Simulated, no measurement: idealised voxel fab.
Presented below is a process module, voxel tone inversion.
Section cut is 195 nm wide and gridded with 5 nm square cells.
Heads up, the way a cross-section reads in here is a grid of square cells, handed over as bands from the top down, with every band being one or more rows of cells.
Quick guide to a band line: top height, bottom height (nm) up front; then every material left to right with its width in nm. Only one material and it's marked "all across"? Then it fills the band edge to edge. And "empty" just means empty space.
The reference from which all heights are counted is 0, the level beneath which the as-received wafer is entirely one material; the lowest band, having no lower bound, proceeds downward and is written after the example "top 0, no bottom".
Width: "30..40" (first number = top row, second number = bottom row, same change from row to row of cells).
"no change" after a step means that no cell of the cross-section changed.
Sealed internal cavities: empty space of 8 cells or more with no open way to the top, each as width x height at its distance from the left edge, in nm
Heads up: the bit after the settings on a step's line is the simulator's remark on that step.
overlay nm: on a step with a mask, how far right of its planned place the mask lay; negative means left.
The process steps that were planned are listed below
- 1: RECEIVE: material Si
- 2: CONFORMAL_DEP: material SiCN, thk nm 10
- 3: DIRECTIONAL_DEP: material aC, thk nm 20
- 4: PATTERN: tone cover, mask id POSTS, material resist, width nm 15, pitch nm 45, thk nm 25, overlay nm 0
- 5: DIRECTIONAL_ETCH: etch materials aC, depth nm 20
- 6: STRIP: etch materials resist
- 7: FILL_DEP: material lowk, thk nm 5
- 8: CMP: height nm 30
- 9: STRIP: etch materials aC
- 10: CONFORMAL_DEP: material TiN, thk nm 5
- 11: FILL_DEP: material Cu, thk nm 5
- 12: CMP: height nm 30
- 13: CONFORMAL_DEP: material SiCN, thk nm 5
as received, after step 1
  top 0, no bottom | Si all across
  Sealed internal cavities: none
Final wafer profile in cross-section after the module, from the same start and plan as above, with one mistake made during processing
  top 35, bottom 30 | SiCN all across
  top 30, bottom 15 | 55 of lowk | 5 of TiN | 5 of Cu | 5 of TiN | 30 of lowk | 5 of TiN | 5 of Cu | 5 of TiN | 30 of lowk | 5 of TiN | 5 of Cu | 5 of TiN | 35 of lowk
  top 15, bottom 10 | 55 of lowk | 15 of TiN | 30 of lowk | 15 of TiN | 30 of lowk | 15 of TiN | 35 of lowk
  top 10, bottom 0 | SiCN all across
  top 0, no bottom | Si all across
  Sealed internal cavities: none
It is concluded that the wafer was processed incorrectly with respect to the plan, in that step 4 did not use the planned setting and instead ran as PATTERN: tone cover, mask id POSTS, material resist, width nm 15, pitch nm 45, thk nm 25, overlay nm 10
